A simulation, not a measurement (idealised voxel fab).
Process module name: voxel air gaps
The width of the displayed cross-section, cut, is 205 nm; its cells are square, with a size of 5 nm.
Bands, listed from the top down, are how a cross-section gets written in this document; the cross-section itself is a grid of square cells, and a band is one or more rows of them.
The entry gives the band's vertical extent as a top height and a bottom height in nm, then its horizontal make-up as materials from left to right, each with a width in nm. "blank" stands for empty space; a single material marked "full width" fills the band edge to edge.
Height is counted from the level 0, under which the received wafer is composed throughout of one material. The lowest of the bands is not closed at the bottom but continues downward, in the notation "0..down".
Width spec "30..40" -> top row of cells at first value, bottom row at second value, equal per-row change in between.
It should be understood that the words "nothing altered", when stated for a given step, signify that the cross-section underwent no change in any of its cells during that step.
Voids not open to the top, 8 cells minimum: see "Closed voids list". Written width x height at distance; distance is from the left edge; nm.
Past the settings on a step's line: simulator remark, on that step.
You can add "overlay nm" to a step's line. For a step with a mask, it describes how far the mask lay to the right of its planned position, and a negative number describes a lay to the left.
-- Planned process steps
1,RECEIVE (material Si)
2,CONFORMAL_DEP (material SiO2; thk nm 10)
3,CONFORMAL_DEP (material SiN; thk nm 5)
4,DIRECTIONAL_DEP (material lowk; thk nm 35)
5,PATTERN (tone open; mask id LINES; material resist; width nm 20; pitch nm 50; thk nm 20; overlay nm 0)
6,DIRECTIONAL_ETCH (etch materials lowk; depth nm 35)
7,STRIP (etch materials resist)
8,CONFORMAL_DEP (material TiN; thk nm 5)
9,FILL_DEP (material Cu; thk nm 10)
10,CMP (height nm 50)
11,EPI (material Ru; thk nm 10)
12,SELECTIVE_ETCH (etch materials lowk; depth nm 45)
13,CONFORMAL_DEP (material SiCN; thk nm 5)
-- as received, after step 1
	0..down = Si full width
	Closed voids list: none
-- Cross-section taken at module completion on the first of two wafers; processed per the plan
	65..60 = blank 25; SiCN 150; blank 30
	60..50 = blank 25; SiCN 5; Ru 40; SiCN 10; Ru 40; SiCN 10; Ru 40; SiCN 5; blank 30
	50..45 = blank 25; SiCN 15; TiN 5; Cu 10; TiN 5; SiCN 30; TiN 5; Cu 10; TiN 5; SiCN 30; TiN 5; Cu 10; TiN 5; SiCN 15; blank 30
	45..20 = blank 35; SiCN 5; TiN 5; Cu 10; TiN 5; SiCN 5; blank 20; SiCN 5; TiN 5; Cu 10; TiN 5; SiCN 5; blank 20; SiCN 5; TiN 5; Cu 10; TiN 5; SiCN 5; blank 40
	20..15 = SiCN 40; TiN 20; SiCN 30; TiN 20; SiCN 30; TiN 20; SiCN 45
	15..10 = SiN full width
	10..0 = SiO2 full width
	0..down = Si full width
	Closed voids list: 20 x 25 at 65; 20 x 25 at 115
-- End of module, second wafer, cross-section. Started like the first, planned like the first, run with one mistake
	65..60 = blank 25; SiCN 150; blank 30
	60..50 = blank 25; SiCN 5; Ru 40; SiCN 10; Ru 40; SiCN 10; Ru 40; SiCN 5; blank 30
	50..45 = blank 25; SiCN 15; TiN 5; Cu 10; TiN 5; SiCN 30; TiN 5; Cu 10; TiN 5; SiCN 30; TiN 5; Cu 10; TiN 5; SiCN 15; blank 30
	45..20 = blank 35; SiCN 5; TiN 5; Cu 10; TiN 5; SiCN 5; blank 20; SiCN 5; TiN 5; Cu 10; TiN 5; SiCN 5; blank 20; SiCN 5; TiN 5; Cu 10; TiN 5; SiCN 5; blank 40
	20..15 = SiCN 40; TiN 20; SiCN 30; TiN 20; SiCN 30; TiN 20; SiCN 45
	15..0 = SiN full width
	0..down = Si full width
	Closed voids list: 20 x 25 at 65; 20 x 25 at 115
The plan and the run diverged here: step 2: run off-plan, actual operation and settings CONFORMAL_DEP (material SiN; thk nm 10)
It is noted that, at the conclusion of processing, the second wafer exhibits a higher or lower cell count for certain materials relative to the first: SiN: 82 more | SiO2: 82 fewer
